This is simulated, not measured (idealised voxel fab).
Title: Process Module voxel spacer lines
Section shown: cut. Width: 240 nm. Cell size: 5 nm, square.
Cross-section format: a grid of square cells, given as bands from top to bottom; each band is one or more rows of cells.
For a band, the entry starts with two heights in nm, that of the top and then that of the bottom, and carries on with the band's materials in order from left to right, each alongside its width in nm; the word "edge to edge" beside a single material means it fills the band edge to edge, and "empty" means empty space.
Note: height 0 marks the level under which the wafer is uniformly one material as received. Lowest band unbounded below, written "0 and below".
With a width like "30->40", each row of cells in the band differs from the next by the same amount, the top row carrying the first number and the bottom row the second.
"remained unchanged" means the step left every cell of the cross-section as it was.
"Enclosed void listing": empty spaces of 8 cells or more with no open way to the top, each given as width x height at distance, distance from the left edge, all in nm.
Note: text after step settings on the step line = simulator remark on that step.
overlay nm: how far to the right of its planned place the mask lay on this masked step (negative: to the left).
This section lists the process steps that were planned
- 1: RECEIVE, material Si
- 2: CONFORMAL_DEP, material Al2O3, thk nm 10
- 3: DIRECTIONAL_DEP, material polySi, thk nm 20
- 4: DIRECTIONAL_DEP, material aC, thk nm 30
- 5: PATTERN, tone cover, mask id MANDREL, material resist, width nm 20, pitch nm 60, thk nm 40, overlay nm 0
- 6: DIRECTIONAL_ETCH, etch materials aC, depth nm 30
- 7: STRIP, etch materials resist
- 8: CONFORMAL_DEP, material SiO2, thk nm 10
- 9: DIRECTIONAL_ETCH, etch materials SiO2, depth nm 10
- 10: STRIP, etch materials aC
- 11: DIRECTIONAL_ETCH, etch materials polySi, depth nm 20
- 12: STRIP, etch materials SiO2
Cross-section of the wafer at receipt, which is the condition after step 1
0 and below  Si edge to edge
Enclosed void listing: none
The first of two wafers, cross-sectioned at the end of the module, with the run proceeding as planned
30 down to 10  40 empty / 10 polySi / 20 empty / 10 polySi / 20 empty / 10 polySi / 20 empty / 10 polySi / 20 empty / 10 polySi / 20 empty / 10 polySi / 40 empty
10 down to 0  Al2O3 edge to edge
0 and below  Si edge to edge
Enclosed void listing: none
Wafer two (of two), end-of-module cross-section: start = wafer one, plan = wafer one, one run mistake
30 down to 10  50 empty / 20 polySi / 40 empty / 20 polySi / 40 empty / 20 polySi / 50 empty
10 down to 0  Al2O3 edge to edge
0 and below  Si edge to edge
Enclosed void listing: none
Heads up, the wafer didn't run the way we planned it: step 5 did not use the planned setting and instead ran as PATTERN, tone open, mask id MANDREL, material resist, width nm 20, pitch nm 60, thk nm 40, overlay nm 0
In the final comparison it is observed that the number of cells assigned to each material is identical for the two wafers, whereas their placement is not.
